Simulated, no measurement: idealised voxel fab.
Process module in this document: voxel trench capacitor
Displayed cross-section: cut, width of 185 nm, square cells sized 5 nm.
Heads up, the way a cross-section reads in here is a grid of square cells, handed over as bands from the top down, with every band being one or more rows of cells. What a band's entry tells you: where the top is and where the bottom is, as heights in nm, and after that what lies inside, material by material from left to right, each with its width in nm. Empty space is written as the word "empty", and a single material marked with the word "throughout" occupies the band from edge to edge. The level at which height equals 0 is the one under which the wafer, as it arrives, is entirely one material. No lower edge exists for the bottom band, which continues downward and is notated as in "0 down". Width "30..40": first value at the band's top row of cells, second value at its bottom row, equal change from row to row. "no alterations made" after a step means that no cell of the cross-section changed. You'll see "Fully enclosed voids" listing empty spaces that have no way open to the top, as long as they're 8 cells or more; the notation is width x height at distance, where the distance is from the left edge, and all of it is in nm. If you see something after the settings on a step's line, that's the simulator's own remark about that step. When a step includes a mask, the "overlay nm" setting on its line states how far to the right of its planned place that mask lay, and negative values state how far to the left.
Set out below are the planned steps of the process
1: RECEIVE [material Si]
2: CONFORMAL_DEP [material SiN] [thk nm 5]
3: DIRECTIONAL_DEP [material aC] [thk nm 15]
4: PATTERN [tone open] [mask id TRENCH] [material resist] [width nm 30] [pitch nm 50] [thk nm 35] [overlay nm 0]
5: DIRECTIONAL_ETCH [etch materials aC] [depth nm 15]
6: STRIP [etch materials resist]
7: DIRECTIONAL_ETCH [etch materials SiN] [depth nm 10]
8: DIRECTIONAL_ETCH [etch materials Si] [depth nm 25]
9: STRIP [etch materials aC]
10: CONFORMAL_DEP [material Al2O3] [thk nm 5]
11: CONFORMAL_DEP [material TiN] [thk nm 5]
12: FILL_DEP [material W] [thk nm 5]
13: CMP [height nm 10]
The plan shows the thk nm of step 2 as the first wafer had it; this setting differs between the wafers, which start out alike.
Cross-section of the first incoming wafer of several, state after step 1
0 down = Si throughout
Fully enclosed voids: none
Row per wafer, end-of-module: cell gain (+)/loss (-) by material since the wafer came in, then closed voids
thk nm 5, +61 Al2O3, -60 Si, +25 SiN, +28 TiN, +20 W, Fully enclosed voids: none
thk nm 10, +36 Al2O3, -60 Si, +50 SiN, +28 TiN, +20 W, Fully enclosed voids: none
thk nm 15, +12 Al2O3, +62 SiN, Fully enclosed voids: none
thk nm 20, +74 SiN, Fully enclosed voids: none
thk nm 25, +74 SiN, Fully enclosed voids: none
